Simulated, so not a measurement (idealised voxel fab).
The following process module bears the name voxel transistor to metal.
The width of the displayed cross-section, cut, is 140 nm; its cells are square, with a size of 5 nm.
A cross-section in this document is a grid of square cells, and it is written down as bands, the top band listed before the ones below it; a band is made up of one or more rows of cells.
Read a band's entry like this: the first values are the height of its top and the height of its bottom in nm, and what follows is the sequence of materials from left to right, each with its width in nm. Note that "blank" is empty space, and that a single material marked "full width" reaches across the band from edge to edge.
Basically, 0 is our baseline, since under it the wafer straight out of the box is all one material. The bottom band has no lower end and keeps on going down, so it looks like "0 and below".
Graded width ("30..40"): value in top row of band = first number; value in bottom row = second number; row-to-row change constant.
Given "nothing altered" for a step, no cell of the cross-section differs between before and after that step.
Entry "Listed closed voids". Content: empty spaces with no open connection to the top, size 8 cells or greater. Each: width x height at distance. Distance: from left edge. Unit: nm.
Where a step's line continues beyond its settings, the continuation is a remark by the simulator itself on that step.
Each step line may optionally specify "overlay nm", which for a step with a mask gives the rightward distance between the mask's planned place and where it lay, a negative value indicating the leftward direction.
These are the steps we planned for the process:
| 1 | RECEIVE (material Si) |
| 2 | CONFORMAL_DEP (material SiO2; thk nm 5) |
| 3 | CONFORMAL_DEP (material SiN; thk nm 10) |
| 4 | MASKED_ETCH (tone cover; mask id ACTIVE; width nm 100; etch materials SiN; depth nm 10; overlay nm 0) |
| 5 | MASKED_ETCH (tone cover; mask id ACTIVE; width nm 100; etch materials SiO2; depth nm 5; overlay nm 0) |
| 6 | MASKED_ETCH (tone cover; mask id ACTIVE; width nm 100; etch materials Si; depth nm 35; overlay nm 0) |
| 7 | FILL_DEP (material SiO2; thk nm 10) |
| 8 | CMP (height nm 15) |
| 9 | SELECTIVE_ETCH (etch materials SiO2; depth nm 5) |
| 10 | STRIP (etch materials SiN) |
| 11 | SELECTIVE_ETCH (etch materials SiO2; depth nm 5) |
| 12 | OXIDIZE (depth nm 5) |
| 13 | DIRECTIONAL_DEP (material polySi; thk nm 25) |
| 14 | DIRECTIONAL_DEP (material SiCN; thk nm 10) |
| 15 | MASKED_ETCH (tone cover; mask id GATE; width nm 30; etch materials SiCN; depth nm 20; overlay nm 0) |
| 16 | MASKED_ETCH (tone cover; mask id GATE; width nm 30; etch materials polySi; depth nm 35; overlay nm 0) |
| 17 | CONFORMAL_DEP (material SiN; thk nm 10) |
| 18 | DIRECTIONAL_ETCH (etch materials SiN; depth nm 10) |
| 19 | DIRECTIONAL_ETCH (etch materials SiO2; depth nm 5) |
| 20 | DIRECTIONAL_ETCH (etch materials Si; depth nm 15) |
| 21 | EPI (material SiGe; thk nm 15) |
| 22 | FILL_DEP (material SiO2; thk nm 10) |
| 23 | CMP (height nm 25) |
| 24 | STRIP (etch materials polySi) |
| 25 | SELECTIVE_ETCH (etch materials SiO2; depth nm 5) |
| 26 | CONFORMAL_DEP (material HfO2; thk nm 5) |
| 27 | CONFORMAL_DEP (material TiN; thk nm 5) |
| 28 | FILL_DEP (material W; thk nm 10) |
| 29 | CMP (height nm 20) |
| 30 | DIRECTIONAL_DEP (material SiO2; thk nm 10) |
| 31 | MASKED_ETCH (tone open; mask id CONTACT; width nm 15; pitch nm 75; etch materials SiO2; depth nm 20; overlay nm 0) |
| 32 | CONFORMAL_DEP (material TiN; thk nm 5) |
| 33 | FILL_DEP (material W; thk nm 10) |
| 34 | CMP (height nm 30) |
| 35 | CONFORMAL_DEP (material SiN; thk nm 5) |
| 36 | DIRECTIONAL_DEP (material lowk; thk nm 20) |
| 37 | MASKED_ETCH (tone open; mask id METAL_1; width nm 15; pitch nm 75; etch materials lowk; depth nm 20; overlay nm 0) |
| 38 | MASKED_ETCH (tone open; mask id METAL_1; width nm 15; pitch nm 75; etch materials SiN; depth nm 5; overlay nm 0) |
| 39 | CONFORMAL_DEP (material TiN; thk nm 5) |
| 40 | FILL_DEP (material Cu; thk nm 10) |
| 41 | CMP (height nm 55) |
| 42 | CONFORMAL_DEP (material SiN; thk nm 5) |
Received-state cross-section, reflecting completion of step 1:
> 0 and below = Si full width
> Listed closed voids: none
Wafer cross-section at module end: first of two, run to plan:
> 60 down to 55 = SiN full width
> 55 down to 35 = lowk: 25 / TiN: 5 / Cu: 5 / TiN: 5 / lowk: 60 / TiN: 5 / Cu: 5 / TiN: 5 / lowk: 25
> 35 down to 30 = SiN: 25 / TiN: 15 / SiN: 60 / TiN: 15 / SiN: 25
> 30 down to 20 = SiO2: 25 / TiN: 5 / W: 5 / TiN: 5 / SiO2: 60 / TiN: 5 / W: 5 / TiN: 5 / SiO2: 25
> 20 down to 15 = SiO2: 25 / TiN: 5 / W: 5 / TiN: 5 / SiO2: 5 / SiN: 10 / HfO2: 5 / TiN: 5 / W: 10 / TiN: 5 / HfO2: 5 / SiN: 10 / SiO2: 5 / TiN: 5 / W: 5 / TiN: 5 / SiO2: 25
> 15 down to 10 = SiO2: 25 / TiN: 15 / SiO2: 5 / SiN: 10 / HfO2: 5 / TiN: 5 / W: 10 / TiN: 5 / HfO2: 5 / SiN: 10 / SiO2: 5 / TiN: 15 / SiO2: 25
> 10 down to 5 = SiO2: 20 / SiGe: 25 / SiN: 10 / HfO2: 5 / TiN: 5 / W: 10 / TiN: 5 / HfO2: 5 / SiN: 10 / SiGe: 25 / SiO2: 20
> 5 down to 0 = SiO2: 15 / SiN: 10 / SiGe: 20 / SiN: 10 / HfO2: 5 / TiN: 20 / HfO2: 5 / SiN: 10 / SiGe: 20 / SiN: 10 / SiO2: 15
> 0 down to -5 = SiO2: 25 / SiGe: 20 / SiO2: 5 / HfO2: 40 / SiO2: 5 / SiGe: 20 / SiO2: 25
> -5 down to -20 = SiO2: 20 / Si: 5 / SiGe: 20 / Si: 50 / SiGe: 20 / Si: 5 / SiO2: 20
> -20 down to -35 = SiO2: 20 / Si: 100 / SiO2: 20
> -35 and below = Si full width
> Listed closed voids: none
This is the second of the two wafers, cross-sectioned at the end of the module; it started exactly like the first and was given the same plan, but it was run with one mistake:
> 60 down to 55 = SiN full width
> 55 down to 35 = lowk: 25 / TiN: 5 / Cu: 5 / TiN: 5 / lowk: 60 / TiN: 5 / Cu: 5 / TiN: 5 / lowk: 25
> 35 down to 30 = SiN: 25 / TiN: 15 / SiN: 60 / TiN: 15 / SiN: 25
> 30 down to 20 = SiO2: 25 / TiN: 5 / W: 5 / TiN: 5 / SiO2: 60 / TiN: 5 / W: 5 / TiN: 5 / SiO2: 25
> 20 down to 15 = SiO2: 25 / TiN: 15 / SiO2: 5 / SiN: 10 / HfO2: 5 / TiN: 5 / W: 10 / TiN: 5 / HfO2: 5 / SiN: 10 / SiO2: 5 / TiN: 15 / SiO2: 25
> 15 down to 10 = SiO2: 25 / TiN: 5 / SiGe: 15 / SiN: 10 / HfO2: 5 / TiN: 5 / W: 10 / TiN: 5 / HfO2: 5 / SiN: 10 / SiGe: 15 / TiN: 5 / SiO2: 25
> 10 down to 5 = SiGe: 45 / SiN: 10 / HfO2: 5 / TiN: 20 / HfO2: 5 / SiN: 10 / SiGe: 45
> 5 down to 0 = SiGe: 15 / SiN: 10 / SiGe: 20 / SiO2: 5 / HfO2: 40 / SiO2: 5 / SiGe: 20 / SiN: 10 / SiGe: 15
> 0 down to -5 = SiGe: 15 / SiO2: 15 / SiGe: 15 / Si: 50 / SiGe: 15 / SiO2: 15 / SiGe: 15
> -5 down to -15 = SiGe: 15 / Si: 15 / SiGe: 15 / Si: 50 / SiGe: 15 / Si: 15 / SiGe: 15
> -15 down to -20 = SiGe: 15 / Si: 110 / SiGe: 15
> -20 and below = Si full width
> Listed closed voids: none
Want to know what went wrong? step 4: run off-plan, actual operation and settings MASKED_ETCH (tone open; mask id ACTIVE; width nm 100; etch materials SiN; depth nm 10; overlay nm 0)
Final cells, second wafer relative to first, materials higher or lower: -2 HfO2, +52 Si, +30 SiGe, -4 SiN, -68 SiO2, -4 TiN, -4 W
